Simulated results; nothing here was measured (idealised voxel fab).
A process module follows: voxel lift off.
It is cross-section cut that appears here, measuring 195 nm in width, its square cells being 5 nm in size.
In what follows, cross-sections appear as grids of square cells, described through bands that run from the top down, where every band is one or more rows of cells. For a band, the entry starts with two heights in nm, that of the top and then that of the bottom, and carries on with the band's materials in order from left to right, each alongside its width in nm; the word "edge to edge" beside a single material means it fills the band edge to edge, and "blank" means empty space. The level at which height equals 0 is the one under which the wafer, as it arrives, is entirely one material. No lower edge exists for the bottom band, which continues downward and is notated as in "0 and below". Width: "30..40" (first number = top row, second number = bottom row, same change from row to row of cells). "everything unchanged" means the step left every cell of the cross-section as it was. In "Trapped voids" the enclosed voids are listed, meaning empty spaces of 8 cells or larger without any opening to the top. The form is width x height at distance, distance from the left edge, units nm. What comes after the settings on a step's line is commentary from the simulator itself on that step. "overlay nm" on a masked step: distance the mask lay right of its planned place, negative for left. Reading guide: pairs of cross-sections, before and after one process step; after view cut off at lowest changed band; step and settings listed under each pair. Pairs may stem from different runs of this module on the same starting wafer; continuity with the pair above only where the "Pre-process cross-section" entry states it.
Pre-process cross-section
0 and below | Si edge to edge
Trapped voids: none
Resulting Structure
10 down to 0 | SiO2 edge to edge
Nothing below the height 0 has changed.
Trapped voids: none
Between the cross-sections above, the step performed was CONFORMAL_DEP: material SiO2, thk nm 10
Pre-process cross-section: this step begins from the cross-section that the pair just above shows after its step.
Resulting Structure
35 down to 10 | 65 nm resist / 20 nm blank / 20 nm resist / 20 nm blank / 70 nm resist
Nothing below the height 10 has changed.
Trapped voids: none
Between the cross-sections above, the step performed was PATTERN: tone open, mask id LINES, material resist, width nm 20, pitch nm 40, thk nm 25, overlay nm 0
Pre-process cross-section: this step begins from the cross-section that the pair just above shows after its step.
Resulting Structure
50 down to 35 | 65 nm Ru / 20 nm blank / 20 nm Ru / 20 nm blank / 70 nm Ru
35 down to 25 | 65 nm resist / 20 nm blank / 20 nm resist / 20 nm blank / 70 nm resist
25 down to 10 | 65 nm resist / 20 nm Ru / 20 nm resist / 20 nm Ru / 70 nm resist
Nothing below the height 10 has changed.
Trapped voids: none
Between the cross-sections above, the step performed was DIRECTIONAL_DEP: material Ru, thk nm 15
Pre-process cross-section: this step begins from the cross-section that the pair just above shows after its step.
Resulting Structure
25 down to 10 | 65 nm blank / 20 nm Ru / 20 nm blank / 20 nm Ru / 70 nm blank
Nothing below the height 10 has changed.
Trapped voids: none
Between the cross-sections above, the step performed was STRIP: etch materials resist
Pre-process cross-section: this step begins from the cross-section that the pair just above shows after its step.
Resulting Structure
35 down to 25 | 55 nm blank / 80 nm SiO2 / 60 nm blank
25 down to 20 | 55 nm blank / 10 nm SiO2 / 20 nm Ru / 20 nm SiO2 / 20 nm Ru / 10 nm SiO2 / 60 nm blank
20 down to 10 | 65 nm SiO2 / 20 nm Ru / 20 nm SiO2 / 20 nm Ru / 70 nm SiO2
Nothing below the height 10 has changed.
Trapped voids: none
Between the cross-sections above, the step performed was CONFORMAL_DEP: material SiO2, thk nm 10
Pre-process cross-section
35 down to 10 | 65 nm resist / 20 nm blank / 20 nm resist / 20 nm blank / 70 nm resist
10 down to 0 | SiO2 edge to edge
0 and below | Si edge to edge
Trapped voids: none
Resulting Structure
40 down to 35 | 65 nm Ru / 20 nm blank / 20 nm Ru / 20 nm blank / 70 nm Ru
35 down to 15 | 65 nm resist / 20 nm blank / 20 nm resist / 20 nm blank / 70 nm resist
15 down to 10 | 65 nm resist / 20 nm Ru / 20 nm resist / 20 nm Ru / 70 nm resist
Nothing below the height 10 has changed.
Trapped voids: none
Between the cross-sections above, the step performed was DIRECTIONAL_DEP: material Ru, thk nm 5
Pre-process cross-section: this step begins from the cross-section that the pair just above shows after its step.
Resulting Structure
15 down to 10 | 65 nm blank / 20 nm Ru / 20 nm blank / 20 nm Ru / 70 nm blank
Nothing below the height 10 has changed.
Trapped voids: none
Between the cross-sections above, the step performed was STRIP: etch materials resist
Pre-process cross-section: this step begins from the cross-section that the pair just above shows after its step.
Resulting Structure
25 down to 20 | 55 nm blank / 80 nm SiO2 / 60 nm blank
20 down to 15 | SiO2 edge to edge
15 down to 10 | 65 nm SiO2 / 20 nm Ru / 20 nm SiO2 / 20 nm Ru / 70 nm SiO2
Nothing below the height 10 has changed.
Trapped voids: none
Between the cross-sections above, the step performed was CONFORMAL_DEP: material SiO2, thk nm 10
Pre-process cross-section
10 down to 0 | SiO2 edge to edge
0 and below | Si edge to edge
Trapped voids: none
Resulting Structure
35 down to 10 | 65 nm resist / 25 nm blank / 15 nm resist / 25 nm blank / 65 nm resist
Nothing below the height 10 has changed.
Trapped voids: none
Between the cross-sections above, the step performed was PATTERN: tone open, mask id LINES, material resist, width nm 25, pitch nm 40, thk nm 25, overlay nm 0
Pre-process cross-section: this step begins from the cross-section that the pair just above shows after its step.
Resulting Structure
50 down to 35 | 65 nm Ru / 25 nm blank / 15 nm Ru / 25 nm blank / 65 nm Ru
35 down to 25 | 65 nm resist / 25 nm blank / 15 nm resist / 25 nm blank / 65 nm resist
25 down to 10 | 65 nm resist / 25 nm Ru / 15 nm resist / 25 nm Ru / 65 nm resist
Nothing below the height 10 has changed.
Trapped voids: none
Between the cross-sections above, the step performed was DIRECTIONAL_DEP: material Ru, thk nm 15
Pre-process cross-section: this step begins from the cross-section that the pair just above shows after its step.
Resulting Structure
25 down to 10 | 65 nm blank / 25 nm Ru / 15 nm blank / 25 nm Ru / 65 nm blank
Nothing below the height 10 has changed.
Trapped voids: none
Between the cross-sections above, the step performed was STRIP: etch materials resist
Pre-process cross-section: this step begins from the cross-section that the pair just above shows after its step.
Resulting Structure
35 down to 25 | 55 nm blank / 85 nm SiO2 / 55 nm blank
25 down to 20 | 55 nm blank / 10 nm SiO2 / 25 nm Ru / 15 nm SiO2 / 25 nm Ru / 10 nm SiO2 / 55 nm blank
20 down to 10 | 65 nm SiO2 / 25 nm Ru / 15 nm SiO2 / 25 nm Ru / 65 nm SiO2
Nothing below the height 10 has changed.
Trapped voids: none
Between the cross-sections above, the step performed was CONFORMAL_DEP: material SiO2, thk nm 10
Pre-process cross-section
10 down to 0 | SiO2 edge to edge
0 and below | Si edge to edge
Trapped voids: none
Resulting Structure
35 down to 10 | 70 nm resist / 20 nm blank / 20 nm resist / 20 nm blank / 65 nm resist
Nothing below the height 10 has changed.
Trapped voids: none
Between the cross-sections above, the step performed was PATTERN: tone open, mask id LINES, material resist, width nm 20, pitch nm 40, thk nm 25, overlay nm 5
Pre-process cross-section: this step begins from the cross-section that the pair just above shows after its step.
Resulting Structure
50 down to 35 | 70 nm Ru / 20 nm blank / 20 nm Ru / 20 nm blank / 65 nm Ru
35 down to 25 | 70 nm resist / 20 nm blank / 20 nm resist / 20 nm blank / 65 nm resist
25 down to 10 | 70 nm resist / 20 nm Ru / 20 nm resist / 20 nm Ru / 65 nm resist
Nothing below the height 10 has changed.
Trapped voids: none
Between the cross-sections above, the step performed was DIRECTIONAL_DEP: material Ru, thk nm 15
Pre-process cross-section: this step begins from the cross-section that the pair just above shows after its step.
Resulting Structure
25 down to 10 | 70 nm blank / 20 nm Ru / 20 nm blank / 20 nm Ru / 65 nm blank
Nothing below the height 10 has changed.
Trapped voids: none
Between the cross-sections above, the step performed was STRIP: etch materials resist
Pre-process cross-section: this step begins from the cross-section that the pair just above shows after its step.
Resulting Structure
35 down to 25 | 60 nm blank / 80 nm SiO2 / 55 nm blank
25 down to 20 | 60 nm blank / 10 nm SiO2 / 20 nm Ru / 20 nm SiO2 / 20 nm Ru / 10 nm SiO2 / 55 nm blank
20 down to 10 | 70 nm SiO2 / 20 nm Ru / 20 nm SiO2 / 20 nm Ru / 65 nm SiO2
Nothing below the height 10 has changed.
Trapped voids: none
Between the cross-sections above, the step performed was CONFORMAL_DEP: material SiO2, thk nm 10
Pre-process cross-section
0 and below | Si edge to edge
Trapped voids: none
Resulting Structure
10 down to 0 | Ru edge to edge
Nothing below the height 0 has changed.
Trapped voids: none
Between the cross-sections above, the step performed was CONFORMAL_DEP: material Ru, thk nm 10
Pre-process cross-section: this step begins from the cross-section that the pair just above shows after its step.
Resulting Structure
35 down to 10 | 65 nm resist / 20 nm blank / 20 nm resist / 20 nm blank / 70 nm resist
Nothing below the height 10 has changed.
Trapped voids: none
Between the cross-sections above, the step performed was PATTERN: tone open, mask id LINES, material resist, width nm 20, pitch nm 40, thk nm 25, overlay nm 0
Pre-process cross-section: this step begins from the cross-section that the pair just above shows after its step.
Resulting Structure
50 down to 35 | 65 nm Ru / 20 nm blank / 20 nm Ru / 20 nm blank / 70 nm Ru
35 down to 25 | 65 nm resist / 20 nm blank / 20 nm resist / 20 nm blank / 70 nm resist
25 down to 10 | 65 nm resist / 20 nm Ru / 20 nm resist / 20 nm Ru / 70 nm resist
Nothing below the height 10 has changed.
Trapped voids: none
Between the cross-sections above, the step performed was DIRECTIONAL_DEP: material Ru, thk nm 15
Pre-process cross-section: this step begins from the cross-section that the pair just above shows after its step.
Resulting Structure
25 down to 10 | 65 nm blank / 20 nm Ru / 20 nm blank / 20 nm Ru / 70 nm blank
Nothing below the height 10 has changed.
Trapped voids: none
Between the cross-sections above, the step performed was STRIP: etch materials resist
Pre-process cross-section: this step begins from the cross-section that the pair just above shows after its step.
Resulting Structure
35 down to 25 | 55 nm blank / 80 nm SiO2 / 60 nm blank
25 down to 20 | 55 nm blank / 10 nm SiO2 / 20 nm Ru / 20 nm SiO2 / 20 nm Ru / 10 nm SiO2 / 60 nm blank
20 down to 10 | 65 nm SiO2 / 20 nm Ru / 20 nm SiO2 / 20 nm Ru / 70 nm SiO2
Nothing below the height 10 has changed.
Trapped voids: none
Between the cross-sections above, the step performed was CONFORMAL_DEP: material SiO2, thk nm 10
Pre-process cross-section
10 down to 0 | SiO2 edge to edge
0 and below | Si edge to edge
Trapped voids: none
Resulting Structure
35 down to 10 | 65 nm blank / 20 nm resist / 20 nm blank / 20 nm resist / 70 nm blank
Nothing below the height 10 has changed.
Trapped voids: none
Between the cross-sections above, the step performed was PATTERN: tone cover, mask id LINES, material resist, width nm 20, pitch nm 40, thk nm 25, overlay nm 0
Pre-process cross-section: this step begins from the cross-section that the pair just above shows after its step.
Resulting Structure
50 down to 35 | 65 nm blank / 20 nm Ru / 20 nm blank / 20 nm Ru / 70 nm blank
35 down to 25 | 65 nm blank / 20 nm resist / 20 nm blank / 20 nm resist / 70 nm blank
25 down to 10 | 65 nm Ru / 20 nm resist / 20 nm Ru / 20 nm resist / 70 nm Ru
Nothing below the height 10 has changed.
Trapped voids: none
Between the cross-sections above, the step performed was DIRECTIONAL_DEP: material Ru, thk nm 15
Pre-process cross-section: this step begins from the cross-section that the pair just above shows after its step.
Resulting Structure
25 down to 10 | 65 nm Ru / 20 nm blank / 20 nm Ru / 20 nm blank / 70 nm Ru
Nothing below the height 10 has changed.
Trapped voids: none
Between the cross-sections above, the step performed was STRIP: etch materials resist
Pre-process cross-section: this step begins from the cross-section that the pair just above shows after its step.
Resulting Structure
35 down to 25 | SiO2 edge to edge
25 down to 10 | 65 nm Ru / 20 nm SiO2 / 20 nm Ru / 20 nm SiO2 / 70 nm Ru
Nothing below the height 10 has changed.
Trapped voids: none
Between the cross-sections above, the step performed was CONFORMAL_DEP: material SiO2, thk nm 10
